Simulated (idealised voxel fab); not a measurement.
process module | voxel released beams
cross-section cut | 220 nm wide | cells 5 nm
A cross-section is a grid of square cells, given in bands from the top down. A band is one or more rows of cells.
Each band's line starts with the height of the band's top and of its bottom, in nm. Then come its materials from left to right, each with its width in nm. One material with "throughout" fills the band from edge to edge. "air" is empty space.
Height 0 is the level under which the wafer as received is all one material. The lowest band goes on downwards, as in "0 down".
A width such as "30 to 40" changes by the same amount from each row of cells to the next, from the band's top row to its bottom row.
"no change" after a step means that no cell of the cross-section changed.
closed voids: empty space of 8 cells or more with no open way to the top, each as width x height at its distance from the left edge, in nm
after a step's settings: what the simulator itself notes on the step
overlay nm, on a step with a mask: how far to the right of its planned place the mask lay; to the left if negative
plan
1 op RECEIVE | material Si
2 op CONFORMAL_DEP | material SiN | thk nm 10
3 op DIRECTIONAL_DEP | material SiO2 | thk nm 10
4 op MASKED_ETCH | tone open | mask id ANCHOR | width nm 35 | etch materials SiO2 | depth nm 10 | overlay nm 0
5 op CONFORMAL_DEP | material W | thk nm 10
6 op DIRECTIONAL_DEP | material aC | thk nm 15
7 op PATTERN | tone cover | mask id BEAM | material resist | width nm 110 | thk nm 30 | overlay nm 0
8 op DIRECTIONAL_ETCH | etch materials aC | depth nm 15
9 op STRIP | etch materials resist
10 op DIRECTIONAL_ETCH | etch materials W | depth nm 10
11 op STRIP | etch materials aC
12 op STRIP | etch materials SiO2
as received, after step 1
  0 down: Si throughout
  closed voids: none
a wafer at the end: this start, this plan, one mistake
  30 to 20: air 50 | W 110 | air 60
  20 to 10: SiN throughout
  10 to 0: SiO2 throughout
  0 down: Si throughout
  closed voids: none
what went wrong: steps 2 and 3 were swapped
